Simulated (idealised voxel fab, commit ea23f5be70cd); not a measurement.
Process module heading - voxel capacitor over wiring
175 nm wide, 5 nm square cells: that's cross-section cut.
Cross-section layout: square cells on a grid; listed as bands, top to bottom; a band spans one or more cell rows.
Band entry format. Leading values: height of top, height of bottom, nm. Remainder: materials in left-to-right order, each with its width in nm. Special words: "everywhere" on a single material, which then fills the band edge to edge; "blank", empty space.
Height is counted from the level 0, under which the received wafer is composed throughout of one material. The lowest of the bands is not closed at the bottom but continues downward, in the notation "z 0 and below".
Per-row width for "30->40": begins at first number (top row of band), ends at second number (bottom row), increment between rows held constant.
For the purposes of this document, the phrase "no alterations made" attached to a step denotes that no cell within the cross-section was modified by that step.
In the "Sealed void listing" entry, you get each enclosed empty space of 8 cells or more, one with no open way to the top, written width x height at distance, distance from the left edge, in nm.
If you see something after the settings on a step's line, that's the simulator's own remark about that step.
"overlay nm" on a masked step: distance the mask lay right of its planned place, negative for left.
Read the rest as pairs. Take the cross-section before one process step, then the cross-section after it, which shows only down to the lowest band that changed. Under the pair, find the step between them and its settings. Bear in mind that pairs may come from different runs of this module on the same starting wafer: link a pair to the pair above it only where its entry headed "Structure before processing" says to.
-- Structure before processing
> z 100 to 90  blank 45 nm; aC 55 nm; blank 75 nm
> z 90 to 85  blank 45 nm; TiN 55 nm; blank 75 nm
> z 85 to 80  aC 45 nm; TiN 55 nm; aC 75 nm
> z 80 to 75  aC 45 nm; SiN 55 nm; aC 75 nm
> z 75 to 65  TiN everywhere
> z 65 to 45  Ru 40 nm; TiN 5 nm; lowk 15 nm; TiN 5 nm; Ru 110 nm
> z 45 to 40  TiN 45 nm; SiCN 15 nm; TiN 115 nm
> z 40 to 20  lowk 30 nm; Ru 30 nm; lowk 50 nm; Ru 30 nm; lowk 35 nm
> z 20 to 15  lowk 30 nm; TiN 30 nm; lowk 50 nm; TiN 30 nm; lowk 35 nm
> z 15 to 0  SiO2 everywhere
> z 0 and below  Si everywhere
> Sealed void listing: none
-- Resulting Cross-Section
> z 130 to 100  blank 40 nm; resist 65 nm; blank 70 nm
> z 100 to 90  blank 40 nm; resist 5 nm; aC 55 nm; resist 5 nm; blank 70 nm
> z 90 to 85  blank 40 nm; resist 5 nm; TiN 55 nm; resist 5 nm; blank 70 nm
> Note: structure below 85 unchanged.
> Sealed void listing: none
What step was run between the cross-section before it and the cross-section after it, both above? PATTERN [tone cover] [mask id LOWER_PLATE] [material resist] [width nm 65] [thk nm 30] [overlay nm 0]
Structure before processing: this step begins from the cross-section that the pair just above shows after its step.
-- Resulting Cross-Section
> z 120 to 100  blank 40 nm; resist 65 nm; blank 70 nm
> z 100 to 90  blank 40 nm; resist 5 nm; aC 55 nm; resist 5 nm; blank 70 nm
> z 90 to 85  blank 40 nm; resist 5 nm; TiN 55 nm; resist 5 nm; blank 70 nm
> z 85 to 80  blank 40 nm; aC 5 nm; TiN 55 nm; aC 5 nm; blank 70 nm
> z 80 to 75  blank 40 nm; aC 5 nm; SiN 55 nm; aC 5 nm; blank 70 nm
> Note: structure below 75 unchanged.
> Sealed void listing: none
What step was run between the cross-section before it and the cross-section after it, both above? DIRECTIONAL_ETCH [etch materials aC] [depth nm 10]
Structure before processing: this step begins from the cross-section that the pair just above shows after its step.
-- Resulting Cross-Section
> z 100 to 90  blank 45 nm; aC 55 nm; blank 75 nm
> z 90 to 85  blank 45 nm; TiN 55 nm; blank 75 nm
> Note: structure below 85 unchanged.
> Sealed void listing: none
What step was run between the cross-section before it and the cross-section after it, both above? STRIP [etch materials resist]
Structure before processing: this step begins from the cross-section that the pair just above shows after its step.
-- Resulting Cross-Section
> z 100 to 90  blank 45 nm; aC 55 nm; blank 75 nm
> z 90 to 85  blank 45 nm; TiN 55 nm; blank 75 nm
> z 85 to 80  blank 40 nm; aC 5 nm; TiN 55 nm; aC 5 nm; blank 70 nm
> z 80 to 75  blank 40 nm; aC 5 nm; SiN 55 nm; aC 5 nm; blank 70 nm
> z 75 to 65  blank 40 nm; TiN 65 nm; blank 70 nm
> Note: structure below 65 unchanged.
> Sealed void listing: none
What step was run between the cross-section before it and the cross-section after it, both above? DIRECTIONAL_ETCH [etch materials TiN] [depth nm 10]
Structure before processing: this step begins from the cross-section that the pair just above shows after its step.
-- Resulting Cross-Section
> z 90 to 80  blank 45 nm; TiN 55 nm; blank 75 nm
> z 80 to 75  blank 45 nm; SiN 55 nm; blank 75 nm
> Note: structure below 75 unchanged.
> Sealed void listing: none
What step was run between the cross-section before it and the cross-section after it, both above? STRIP [etch materials aC]
Structure before processing: this step begins from the cross-section that the pair just above shows after its step.
-- Resulting Cross-Section
> z 110 to 90  SiO2 everywhere
> z 90 to 80  SiO2 45 nm; TiN 55 nm; SiO2 75 nm
> z 80 to 75  SiO2 45 nm; SiN 55 nm; SiO2 75 nm
> z 75 to 65  SiO2 40 nm; TiN 65 nm; SiO2 70 nm
> Note: structure below 65 unchanged.
> Sealed void listing: none
What step was run between the cross-section before it and the cross-section after it, both above? FILL_DEP [material SiO2] [thk nm 20]
Structure before processing: this step begins from the cross-section that the pair just above shows after its step.
-- Resulting Cross-Section
> z 105 to 90  SiO2 everywhere
> Note: structure below 90 unchanged.
> Sealed void listing: none
What step was run between the cross-section before it and the cross-section after it, both above? CMP [height nm 105]
Structure before processing: this step begins from the cross-section that the pair just above shows after its step.
-- Resulting Cross-Section
> z 105 to 90  SiO2 55 nm; blank 15 nm; SiO2 105 nm
> Note: structure below 90 unchanged.
> Sealed void listing: none
What step was run between the cross-section before it and the cross-section after it, both above? MASKED_ETCH [tone open] [mask id PLUG_2] [width nm 15] [etch materials SiO2] [depth nm 15] [overlay nm 0]
Structure before processing: this step begins from the cross-section that the pair just above shows after its step.
-- Resulting Cross-Section
> z 110 to 105  TiN 60 nm; blank 5 nm; TiN 110 nm
> z 105 to 95  SiO2 55 nm; TiN 5 nm; blank 5 nm; TiN 5 nm; SiO2 105 nm
> z 95 to 90  SiO2 55 nm; TiN 15 nm; SiO2 105 nm
> Note: structure below 90 unchanged.
> Sealed void listing: none
What step was run between the cross-section before it and the cross-section after it, both above? CONFORMAL_DEP [material TiN] [thk nm 5]
Structure before processing: this step begins from the cross-section that the pair just above shows after its step.
-- Resulting Cross-Section
> z 115 to 110  Ru everywhere
> z 110 to 105  TiN 60 nm; Ru 5 nm; TiN 110 nm
> z 105 to 95  SiO2 55 nm; TiN 5 nm; Ru 5 nm; TiN 5 nm; SiO2 105 nm
> Note: structure below 95 unchanged.
> Sealed void listing: none
What step was run between the cross-section before it and the cross-section after it, both above? FILL_DEP [material Ru] [thk nm 5]
Structure before processing: this step begins from the cross-section that the pair just above shows after its step.
-- Resulting Cross-Section
> z 105 to 95  SiO2 55 nm; TiN 5 nm; Ru 5 nm; TiN 5 nm; SiO2 105 nm
> Note: structure below 95 unchanged.
> Sealed void listing: none
What step was run between the cross-section before it and the cross-section after it, both above? CMP [height nm 105]
Structure before processing: this step begins from the cross-section that the pair just above shows after its step.
-- Resulting Cross-Section
> z 110 to 105  SiCN everywhere
> Note: structure below 105 unchanged.
> Sealed void listing: none
What step was run between the cross-section before it and the cross-section after it, both above? CONFORMAL_DEP [material SiCN] [thk nm 5]
